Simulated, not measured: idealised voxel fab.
Module name: voxel capacitor over wiring (process module)
Cross-sectional view cut (width: 245 nm; square cell size: 5 nm).
Think of the cross-section as a grid of square cells. We describe it in bands, top to bottom, and each band covers one or more rows of those cells. Band: top height; bottom height; in nm. Then, left to right: material with width in nm, for each material. "edge to edge": a single material spanning edge to edge. "blank": empty space. Height reference: 0 = level under which incoming wafer is all one material. Lowest band: no bottom, runs on downward, e.g. "z 0 and below". It should be noted that a width expressed as "30 to 40" varies in equal increments from row to row of cells within the band, taking the value of the first number at the top row and that of the second number at the bottom row. "everything unchanged" for a step: no cell of the cross-section changed in that step. So "Fully enclosed voids" is basically the list of trapped voids: any empty space of 8 cells or more that can't reach the top through an opening. They're written width x height at distance, the distance being from the left edge, and it's all nm. Heads up: the bit after the settings on a step's line is the simulator's remark on that step. overlay nm, on a step with a mask: how far to the right of its planned place the mask lay; to the left if negative.
Steps in the process plan
1,RECEIVE: material Si
2,CONFORMAL_DEP: material SiO2, thk nm 15
3,DIRECTIONAL_DEP: material TiN, thk nm 5
4,DIRECTIONAL_DEP: material Ru, thk nm 20
5,PATTERN: tone cover, mask id METAL_1, material resist, width nm 25, pitch nm 75, thk nm 20, overlay nm 0
6,DIRECTIONAL_ETCH: etch materials Ru, depth nm 20
7,DIRECTIONAL_ETCH: etch materials TiN, depth nm 5
8,STRIP: etch materials resist
9,CONFORMAL_DEP: material SiN, thk nm 5
10,FILL_DEP: material lowk, thk nm 10
11,CMP: height nm 40
12,CONFORMAL_DEP: material SiCN, thk nm 5
13,DIRECTIONAL_DEP: material SiO2, thk nm 10
14,PATTERN: tone open, mask id PLUG_1, material resist, width nm 15, thk nm 20, overlay nm 0
15,DIRECTIONAL_ETCH: etch materials SiO2, depth nm 10
16,DIRECTIONAL_ETCH: etch materials SiCN, depth nm 5
17,STRIP: etch materials resist
18,CONFORMAL_DEP: material TiN, thk nm 5
19,FILL_DEP: material Ru, thk nm 5
20,CMP: height nm 55
21,DIRECTIONAL_DEP: material TiN, thk nm 5
22,DIRECTIONAL_DEP: material HfO2, thk nm 5
23,DIRECTIONAL_DEP: material TiN, thk nm 10
24,DIRECTIONAL_DEP: material aC, thk nm 10
25,PATTERN: tone cover, mask id UPPER_PLATE, material resist, width nm 55, thk nm 30, overlay nm 0
26,DIRECTIONAL_ETCH: etch materials aC, depth nm 10
27,STRIP: etch materials resist
28,DIRECTIONAL_ETCH: etch materials TiN, depth nm 10
29,DIRECTIONAL_ETCH: etch materials HfO2, depth nm 5
30,STRIP: etch materials aC
31,DIRECTIONAL_DEP: material aC, thk nm 15
32,PATTERN: tone cover, mask id LOWER_PLATE, material resist, width nm 65, thk nm 30, overlay nm 0
33,DIRECTIONAL_ETCH: etch materials aC, depth nm 15
34,STRIP: etch materials resist
35,DIRECTIONAL_ETCH: etch materials TiN, depth nm 5
36,STRIP: etch materials aC
37,FILL_DEP: material SiO2, thk nm 20
38,CMP: height nm 90
39,DIRECTIONAL_DEP: material aC, thk nm 10
40,PATTERN: tone open, mask id PLUG_2, material resist, width nm 15, thk nm 30, overlay nm 0
41,DIRECTIONAL_ETCH: etch materials aC, depth nm 10
42,STRIP: etch materials resist
43,DIRECTIONAL_ETCH: etch materials SiO2, depth nm 15
44,STRIP: etch materials aC
45,CONFORMAL_DEP: material TiN, thk nm 5
46,FILL_DEP: material Cu, thk nm 10
47,CMP: height nm 90
48,CONFORMAL_DEP: material SiCN, thk nm 5
Incoming wafer, cross-sectional view, post step 1
	z 0 and below = Si edge to edge
	Fully enclosed voids: none
Here's the wafer cut in cross-section after the module, started and planned just like above, except one thing was done wrong in the run
	z 95 to 90 = SiCN edge to edge
	z 90 to 80 = 90 of SiO2, then 5 of TiN, then 10 of Cu, then 5 of TiN, then 135 of SiO2
	z 80 to 75 = 90 of SiO2, then 20 of TiN, then 135 of SiO2
	z 75 to 65 = 80 of SiO2, then 55 of TiN, then 110 of SiO2
	z 65 to 60 = 80 of SiO2, then 55 of HfO2, then 110 of SiO2
	z 60 to 55 = 75 of SiO2, then 65 of TiN, then 105 of SiO2
	z 55 to 45 = 80 of SiO2, then 5 of TiN, then 5 of Ru, then 5 of TiN, then 150 of SiO2
	z 45 to 40 = 80 of SiCN, then 15 of TiN, then 150 of SiCN
	z 40 to 20 = 65 of lowk, then 5 of SiN, then 25 of Ru, then 5 of SiN, then 40 of lowk, then 5 of SiN, then 25 of Ru, then 5 of SiN, then 70 of lowk
	z 20 to 15 = 70 of SiN, then 25 of TiN, then 50 of SiN, then 25 of TiN, then 75 of SiN
	z 15 to 0 = SiO2 edge to edge
	z 0 and below = Si edge to edge
	Fully enclosed voids: none
What was the processing mistake? step 40 changed vs plan, executed as PATTERN: tone open, mask id PLUG_2, material resist, width nm 20, thk nm 30, overlay nm 0
